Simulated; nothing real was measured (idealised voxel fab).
Process module, titled voxel self aligned contacts
In the cross-section labelled cut, the width is 285 nm and each square cell is 5 nm.
Bands, listed from the top down, are how a cross-section gets written in this document; the cross-section itself is a grid of square cells, and a band is one or more rows of them.
First you get the band's top height and its bottom height, in nm, and then the materials it's made of, left to right, with each width in nm. If you see a single material with "all across", that one covers the band edge to edge. "air" is empty space.
Heights from 0 (as-received wafer is one material below). Bottom band endless downward, as "z 0 and below".
Top row gets the first number, bottom row gets the second, and each row in between changes by the same step: that is how a band width like "30 to 40" works.
"nothing different" for a step: no cell of the cross-section changed in that step.
In "Enclosed void listing" the enclosed voids are listed, meaning empty spaces of 8 cells or larger without any opening to the top. The form is width x height at distance, distance from the left edge, units nm.
after a step's settings: what the simulator itself notes on the step
Each step line may optionally specify "overlay nm", which for a step with a mask gives the rightward distance between the mask's planned place and where it lay, a negative value indicating the leftward direction.
THE PLANNED PROCESS STEPS ARE ENUMERATED HEREUNDER
- 1: RECEIVE with material Si
- 2: CONFORMAL_DEP with material SiO2, thk nm 5
- 3: DIRECTIONAL_DEP with material polySi, thk nm 25
- 4: DIRECTIONAL_DEP with material SiN, thk nm 15
- 5: DIRECTIONAL_DEP with material aC, thk nm 15
- 6: PATTERN with tone cover, mask id GATE, material resist, width nm 35, pitch nm 60, thk nm 30, overlay nm 0
- 7: DIRECTIONAL_ETCH with etch materials aC, depth nm 15
- 8: STRIP with etch materials resist
- 9: DIRECTIONAL_ETCH with etch materials SiN, depth nm 15
- 10: DIRECTIONAL_ETCH with etch materials polySi, depth nm 25
- 11: STRIP with etch materials aC
- 12: CONFORMAL_DEP with material SiN, thk nm 5
- 13: DIRECTIONAL_ETCH with etch materials SiN, depth nm 5
- 14: FILL_DEP with material SiO2, thk nm 15
- 15: CMP with height nm 55
- 16: DIRECTIONAL_DEP with material aC, thk nm 15
- 17: PATTERN with tone open, mask id CONTACT, material resist, width nm 45, pitch nm 60, thk nm 35, overlay nm 0
- 18: DIRECTIONAL_ETCH with etch materials aC, depth nm 15
- 19: STRIP with etch materials resist
- 20: DIRECTIONAL_ETCH with etch materials SiO2, depth nm 55
- 21: STRIP with etch materials aC
- 22: CONFORMAL_DEP with material TiN, thk nm 5
- 23: FILL_DEP with material Ru, thk nm 5
- 24: CMP with height nm 55
- 25: CONFORMAL_DEP with material SiCN, thk nm 5
CROSS-SECTION OF THE WAFER UPON ARRIVAL, REPRESENTING THE STATE REACHED AFTER STEP 1
  z 0 and below = Si all across
  Enclosed void listing: none
LOOKING AT THE FIRST OF TWO WAFERS IN CROSS-SECTION AT END OF MODULE - RAN TO PLAN
  z 60 to 55 = SiCN all across
  z 55 to 45 = SiO2 (90) | TiN (5 to 20) | Ru (35 to 5) | TiN (5 to 20) | SiO2 (15) | TiN (5 to 20) | Ru (35 to 5) | TiN (5 to 20) | SiO2 (90)
  z 45 to 30 = SiO2 (60) | SiN (45) | TiN (5) | Ru (5) | TiN (5) | SiN (45) | TiN (5) | Ru (5) | TiN (5) | SiN (45) | SiO2 (60)
  z 30 to 5 = SiO2 (60) | SiN (5) | polySi (35) | SiN (5) | TiN (5) | Ru (5) | TiN (5) | SiN (5) | polySi (35) | SiN (5) | TiN (5) | Ru (5) | TiN (5) | SiN (5) | polySi (35) | SiN (5) | SiO2 (60)
  z 5 to 0 = SiO2 (105) | TiN (15) | SiO2 (45) | TiN (15) | SiO2 (105)
  z 0 and below = Si all across
  Enclosed void listing: none
CROSS-SECTION, WAFER TWO OF TWO, END OF MODULE: SAME START AND PLAN AS WAFER ONE, ONE ERROR IN EXECUTION
  z 60 to 55 = SiCN all across
  z 55 to 45 = SiO2 (95) | TiN (5 to 15) | Ru (25 to 5) | TiN (5 to 15) | SiO2 (25) | TiN (5 to 15) | Ru (25 to 5) | TiN (5 to 15) | SiO2 (95)
  z 45 to 30 = SiO2 (60) | SiN (45) | TiN (5) | Ru (5) | TiN (5) | SiN (45) | TiN (5) | Ru (5) | TiN (5) | SiN (45) | SiO2 (60)
  z 30 to 5 = SiO2 (60) | SiN (5) | polySi (35) | SiN (5) | TiN (5) | Ru (5) | TiN (5) | SiN (5) | polySi (35) | SiN (5) | TiN (5) | Ru (5) | TiN (5) | SiN (5) | polySi (35) | SiN (5) | SiO2 (60)
  z 5 to 0 = SiO2 (105) | TiN (15) | SiO2 (45) | TiN (15) | SiO2 (105)
  z 0 and below = Si all across
  Enclosed void listing: none
Diagnosis: step 17 ran as: PATTERN with tone open, mask id CONTACT, material resist, width nm 35, pitch nm 60, thk nm 35, overlay nm 0
Bottom line after processing is that, in cells, the second wafer is up or down on some materials versus the first: Ru: 4 fewer | SiO2: 8 more | TiN: 4 fewer
